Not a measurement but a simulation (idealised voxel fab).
process module | voxel capacitor over wiring
cross-section cut | 280 nm wide | cells 5 nm
A cross-section is a grid of square cells, given in bands from the top down. A band is one or more rows of cells.
Each band's line starts with the height of the band's top and of its bottom, in nm. Then come its materials from left to right, each with its width in nm. One material with "throughout" fills the band from edge to edge. "air" is empty space.
Height 0 is the level under which the wafer as received is all one material. The lowest band goes on downwards, as in "0 down".
A width such as "30 to 40" changes by the same amount from each row of cells to the next, from the band's top row to its bottom row.
"no change" after a step means that no cell of the cross-section changed.
closed voids: empty space of 8 cells or more with no open way to the top, each as width x height at its distance from the left edge, in nm
after a step's settings: what the simulator itself notes on the step
overlay nm, on a step with a mask: how far to the right of its planned place the mask lay; to the left if negative
plan
1 op RECEIVE | material Si
2 op CONFORMAL_DEP | material SiO2 | thk nm 15
3 op CONFORMAL_DEP | material SiCN | thk nm 5
4 op DIRECTIONAL_DEP | material lowk | thk nm 25
5 op PATTERN | tone open | mask id METAL_1 | material resist | width nm 20 | pitch nm 90 | thk nm 15 | overlay nm 0
6 op DIRECTIONAL_ETCH | etch materials lowk | depth nm 25
7 op DIRECTIONAL_ETCH | etch materials SiCN | depth nm 5
8 op STRIP | etch materials resist
9 op CONFORMAL_DEP | material TiN | thk nm 5
10 op FILL_DEP | material W | thk nm 5
11 op CMP | height nm 45
12 op EPI | material Ru | thk nm 5
13 op FILL_DEP | material SiCN | thk nm 5
14 op DIRECTIONAL_DEP | material SiO2 | thk nm 20
15 op MASKED_ETCH | tone open | mask id PLUG_1 | width nm 15 | etch materials SiO2 | depth nm 20 | overlay nm 0
16 op MASKED_ETCH | tone open | mask id PLUG_1 | width nm 15 | etch materials SiCN | depth nm 5 | overlay nm 0
17 op CONFORMAL_DEP | material TiN | thk nm 5
18 op FILL_DEP | material W | thk nm 10
19 op CMP | height nm 75
20 op DIRECTIONAL_DEP | material TiN | thk nm 5
21 op DIRECTIONAL_DEP | material SiN | thk nm 5
22 op DIRECTIONAL_DEP | material TiN | thk nm 5
23 op MASKED_ETCH | tone cover | mask id UPPER_PLATE | width nm 75 | etch materials TiN | depth nm 5 | overlay nm 0
24 op MASKED_ETCH | tone cover | mask id UPPER_PLATE | width nm 75 | etch materials SiN | depth nm 5 | overlay nm -15
25 op MASKED_ETCH | tone cover | mask id LOWER_PLATE | width nm 85 | etch materials TiN | depth nm 5 | overlay nm 0
26 op FILL_DEP | material SiO2 | thk nm 20
27 op CMP | height nm 105
28 op PATTERN | tone open | mask id PLUG_2 | material resist | width nm 15 | thk nm 15 | overlay nm 0
29 op DIRECTIONAL_ETCH | etch materials SiO2 | depth nm 15
30 op STRIP | etch materials resist
31 op CONFORMAL_DEP | material TiN | thk nm 5
32 op FILL_DEP | material W | thk nm 10
33 op CMP | height nm 105
34 op CONFORMAL_DEP | material SiN | thk nm 5
varied across the wafers: overlay nm of step 24. The plan shows the first wafer's value. All wafers start alike
first wafer as received, after step 1
  0 down: Si throughout
  closed voids: none
first wafer at the end, after step 34
  110 to 105: SiN throughout
  105 to 95: SiO2 100 | TiN 5 | W 5 | TiN 5 | SiO2 165
  95 to 85: SiO2 100 to 90 | TiN 15 to 75 | SiO2 165 to 115
  85 to 80: SiO2 75 | SiN 90 | SiO2 115
  80 to 75: SiO2 75 | TiN 95 | SiO2 110
  75 to 55: SiO2 90 | TiN 5 | W 5 | TiN 5 | SiO2 175
  55 to 50: SiCN 90 | TiN 15 | SiCN 175
  50 to 45: SiCN 80 | Ru 30 | SiCN 60 | Ru 30 | SiCN 80
  45 to 20: lowk 85 | TiN 5 | W 10 | TiN 5 | lowk 70 | TiN 5 | W 10 | TiN 5 | lowk 85
  20 to 15: SiCN 85 | TiN 20 | SiCN 70 | TiN 20 | SiCN 85
  15 to 0: SiO2 throughout
  0 down: Si throughout
  closed voids: none
last wafer at the end
  110 to 105: SiN throughout
  105 to 95: SiO2 100 | TiN 5 | W 5 | TiN 5 | SiO2 165
  95 to 85: SiO2 100 to 90 | TiN 15 to 75 | SiO2 165 to 115
  85 to 80: SiO2 90 | SiN 90 | SiO2 100
  80 to 75: SiO2 85 | TiN 95 | SiO2 100
  75 to 55: SiO2 90 | TiN 5 | W 5 | TiN 5 | SiO2 175
  55 to 50: SiCN 90 | TiN 15 | SiCN 175
  50 to 45: SiCN 80 | Ru 30 | SiCN 60 | Ru 30 | SiCN 80
  45 to 20: lowk 85 | TiN 5 | W 10 | TiN 5 | lowk 70 | TiN 5 | W 10 | TiN 5 | lowk 85
  20 to 15: SiCN 85 | TiN 20 | SiCN 70 | TiN 20 | SiCN 85
  15 to 0: SiO2 throughout
  0 down: Si throughout
  closed voids: none
each wafer at the end: cells of each material gained (+) or lost (-) since it was received, then its closed voids
overlay nm -15 | +12 Ru | +145 SiCN | +74 SiN | +655 SiO2 | +80 TiN | +26 W | +240 lowk | closed voids: none
overlay nm -10 | +12 Ru | +145 SiCN | +73 SiN | +657 SiO2 | +79 TiN | +26 W | +240 lowk | closed voids: none
overlay nm -5 | +12 Ru | +145 SiCN | +72 SiN | +659 SiO2 | +78 TiN | +26 W | +240 lowk | closed voids: none
overlay nm 0 | +12 Ru | +145 SiCN | +71 SiN | +660 SiO2 | +78 TiN | +26 W | +240 lowk | closed voids: none
overlay nm 5 | +12 Ru | +145 SiCN | +72 SiN | +659 SiO2 | +78 TiN | +26 W | +240 lowk | closed voids: none
overlay nm 10 | +12 Ru | +145 SiCN | +73 SiN | +657 SiO2 | +79 TiN | +26 W | +240 lowk | closed voids: none
overlay nm 15 | +12 Ru | +145 SiCN | +74 SiN | +655 SiO2 | +80 TiN | +26 W | +240 lowk | closed voids: none
